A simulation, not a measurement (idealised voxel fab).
You're looking at the process module voxel ribs on slabs.
Square cells of 5 nm make up the cross-section cut, whose width is 235 nm.
Square cells in a grid make up a cross-section in this document, and the grid is given as bands, listed from the top down, each one or more rows of cells.
This entry defines a band. It first specifies the height of the band's top and the height of its bottom in nm, and then specifies the band's materials from left to right, stating each material with its width in nm. The word "edge to edge" identifies a single material that fills the band from edge to edge, while the word "blank" identifies empty space.
Height is counted from the level 0, under which the received wafer is composed throughout of one material. The lowest of the bands is not closed at the bottom but continues downward, in the notation "from 0 down".
When a width is written as two numbers, as in "30..40", the first number is the width in the top row of cells of the band and the second is the width in its bottom row, and the width changes by the same amount from each row to the next.
Any step labelled "nothing altered" changed none of the cells in the cross-section.
Look at "Enclosed internal voids" for the closed voids: empty spaces with no open path to the top, sized 8 cells or up. Each is width x height at distance, distance from the left edge, all nm.
What comes after the settings on a step's line is commentary from the simulator itself on that step.
The line of a step may include "overlay nm". On a step with a mask, this value is how far to the right of its planned place the mask lay. A negative value means the mask lay to the left.
**Below is the list of planned process steps**
1 RECEIVE [material Si]
2 DIRECTIONAL_DEP [material SiO2] [thk nm 30]
3 DIRECTIONAL_DEP [material SiN] [thk nm 20]
4 PATTERN [tone cover] [mask id RIB] [material resist] [width nm 20] [thk nm 20] [overlay nm 0]
5 DIRECTIONAL_ETCH [etch materials SiN] [depth nm 10]
6 STRIP [etch materials resist]
7 PATTERN [tone cover] [mask id SLAB] [material resist] [width nm 50] [thk nm 20] [overlay nm 0]
8 DIRECTIONAL_ETCH [etch materials SiN] [depth nm 10]
9 STRIP [etch materials resist]
10 FILL_DEP [material SiO2] [thk nm 15]
11 CMP [height nm 60]
12 DIRECTIONAL_DEP [material TiN] [thk nm 10]
13 DIRECTIONAL_DEP [material aC] [thk nm 10]
14 PATTERN [tone cover] [mask id HEATER] [material resist] [width nm 30] [thk nm 30] [overlay nm 0]
15 DIRECTIONAL_ETCH [etch materials aC] [depth nm 10]
16 STRIP [etch materials resist]
17 DIRECTIONAL_ETCH [etch materials TiN] [depth nm 10]
18 STRIP [etch materials aC]
19 CONFORMAL_DEP [material SiN] [thk nm 5]
**First of two wafers, with the run carried out as planned**
**As-received state of the wafer in cross-section, equivalent to post-step 1**
  from 0 down | Si edge to edge
  Enclosed internal voids: none
**State of the wafer after step 2, shown in cross-section**
  from 30 to 0 | SiO2 edge to edge
  Under the height 0 nothing was changed.
**State of the wafer after step 3, shown in cross-section**
  from 50 to 30 | SiN edge to edge
  Under the height 30 nothing was changed.
**State of the wafer after step 4, shown in cross-section**
  from 70 to 50 | blank (105) / resist (20) / blank (110)
  Under the height 50 nothing was changed.
**State of the wafer after step 5, shown in cross-section**
  from 70 to 50 | blank (105) / resist (20) / blank (110)
  from 50 to 40 | blank (105) / SiN (20) / blank (110)
  Under the height 40 nothing was changed.
**State of the wafer after step 6, shown in cross-section**
  from 50 to 40 | blank (105) / SiN (20) / blank (110)
  Under the height 40 nothing was changed.
**State of the wafer after step 7, shown in cross-section**
  from 70 to 50 | blank (90) / resist (50) / blank (95)
  from 50 to 40 | blank (90) / resist (15) / SiN (20) / resist (15) / blank (95)
  Under the height 40 nothing was changed.
**State of the wafer after step 8, shown in cross-section**
  from 70 to 50 | blank (90) / resist (50) / blank (95)
  from 50 to 40 | blank (90) / resist (15) / SiN (20) / resist (15) / blank (95)
  from 40 to 30 | blank (90) / SiN (50) / blank (95)
  Under the height 30 nothing was changed.
**State of the wafer after step 9, shown in cross-section**
  from 50 to 40 | blank (105) / SiN (20) / blank (110)
  Under the height 40 nothing was changed.
**State of the wafer after step 10, shown in cross-section**
  from 65 to 50 | SiO2 edge to edge
  from 50 to 40 | SiO2 (105) / SiN (20) / SiO2 (110)
  from 40 to 30 | SiO2 (90) / SiN (50) / SiO2 (95)
  Under the height 30 nothing was changed.
**State of the wafer after step 11, shown in cross-section**
  from 60 to 50 | SiO2 edge to edge
  Under the height 50 nothing was changed.
**State of the wafer after step 12, shown in cross-section**
  from 70 to 60 | TiN edge to edge
  Under the height 60 nothing was changed.
**State of the wafer after step 13, shown in cross-section**
  from 80 to 70 | aC edge to edge
  Under the height 70 nothing was changed.
**State of the wafer after step 14, shown in cross-section**
  from 110 to 80 | blank (100) / resist (30) / blank (105)
  Under the height 80 nothing was changed.
**State of the wafer after step 15, shown in cross-section**
  from 100 to 80 | blank (100) / resist (30) / blank (105)
  from 80 to 70 | blank (100) / aC (30) / blank (105)
  Under the height 70 nothing was changed.
**State of the wafer after step 16, shown in cross-section**
  from 80 to 70 | blank (100) / aC (30) / blank (105)
  Under the height 70 nothing was changed.
**State of the wafer after step 17, shown in cross-section**
  from 80 to 70 | blank (100) / aC (30) / blank (105)
  from 70 to 60 | blank (100) / TiN (30) / blank (105)
  Under the height 60 nothing was changed.
**State of the wafer after step 18, shown in cross-section**
  from 70 to 60 | blank (100) / TiN (30) / blank (105)
  Under the height 60 nothing was changed.
**State of the wafer after step 19, shown in cross-section**
  from 75 to 70 | blank (95) / SiN (40) / blank (100)
  from 70 to 65 | blank (95) / SiN (5) / TiN (30) / SiN (5) / blank (100)
  from 65 to 60 | SiN (100) / TiN (30) / SiN (105)
  Under the height 60 nothing was changed.
**Wafer two. Identical start, identical plan. One mistake in execution. Identical history through step 18**
Second wafer at the planned finish of step 19, seen in cross-section: nothing altered
What broke from the plan during processing? step 19 of the plan was excluded from execution and never run
Final difference in cells, second wafer against first, listed per material as more or fewer: SiN -51
